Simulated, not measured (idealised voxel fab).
Name of the process module below: voxel released beams
Square cells of 5 nm make up the cross-section cut, whose width is 270 nm.
Each cross-section below is a grid of square cells, stated as bands in top-down order, with one or more rows of cells making up each band. The band entry comprises the height of the band's top followed by the height of its bottom, expressed in nm, and subsequently the band's materials from left to right, each stated together with its width in nm. Where a single material is marked with the word "edge to edge", that material fills the band from edge to edge. The word "empty" represents empty space. For the purposes of this specification, 0 denotes the height below which the wafer in its as-received condition is composed wholly of one material, and the lowermost band, lacking a lower limit, extends downward without end, as expressed in "0 down". A width given as "30..40" starts at the first number in the band's top row and ends at the second number in its bottom row, shifting by an equal amount at every step from row to row. Basically "remained unchanged" means that step didn't change any cell in the cross-section. Entry "Closed voids list". Content: empty spaces with no open connection to the top, size 8 cells or greater. Each: width x height at distance. Distance: from left edge. Unit: nm. It should be noted that, on the line of a given step, the content following the step's settings is a remark produced by the simulator itself with respect to that step. The optional step-line setting "overlay nm" applies to steps with a mask and quantifies how far to the right of its planned location the mask lay, a negative value indicating leftward placement.
The following list gives the planned process steps:
1. RECEIVE with material Si
2. CONFORMAL_DEP with material Al2O3, thk nm 5
3. DIRECTIONAL_DEP with material SiO2, thk nm 5
4. DIRECTIONAL_DEP with material aC, thk nm 10
5. PATTERN with tone open, mask id ANCHOR, material resist, width nm 35, thk nm 30, overlay nm 0
6. DIRECTIONAL_ETCH with etch materials aC, depth nm 10
7. STRIP with etch materials resist
8. DIRECTIONAL_ETCH with etch materials SiO2, depth nm 15
9. STRIP with etch materials aC
10. CONFORMAL_DEP with material SiN, thk nm 10
11. DIRECTIONAL_DEP with material aC, thk nm 10
12. PATTERN with tone cover, mask id BEAM, material resist, width nm 105, thk nm 25, overlay nm 0
13. DIRECTIONAL_ETCH with etch materials aC, depth nm 10
14. STRIP with etch materials resist
15. DIRECTIONAL_ETCH with etch materials SiN, depth nm 10
16. STRIP with etch materials aC
17. STRIP with etch materials SiO2
It is noted that the wafers described herein are identical at the outset and are distinguished by the thk nm of step 3; the value stated in the plan corresponds to the first wafer.
Sectional view: first of several wafers, as received, after step 1:
  0 down  Si edge to edge
  Closed voids list: none
Module finished, last step 17 done: cross-section of the first of several wafers:
  20 to 15  empty (80); SiN (15); empty (15); SiN (75); empty (85)
  15 to 5  empty (80..85); SiN (105..35); empty (85..150)
  5 to 0  Al2O3 edge to edge
  0 down  Si edge to edge
  Closed voids list: none
Here's the last wafer cross-sectioned at the end of the module:
  5 to 0  Al2O3 edge to edge
  0 down  Si edge to edge
  Closed voids list: none
Every row in this table is a wafer at the end of the module, and it gives, for each of the materials, the cells that wafer has gained (+) or lost (-) since it was received, then its closed voids:
thk nm 5; +54 Al2O3; +46 SiN; Closed voids list: none
thk nm 10; +54 Al2O3; +50 SiN; Closed voids list: none
thk nm 15; +54 Al2O3; +54 SiN; Closed voids list: none
thk nm 20; +54 Al2O3; Closed voids list: none
thk nm 25; +54 Al2O3; Closed voids list: none
thk nm 30; +54 Al2O3; Closed voids list: none
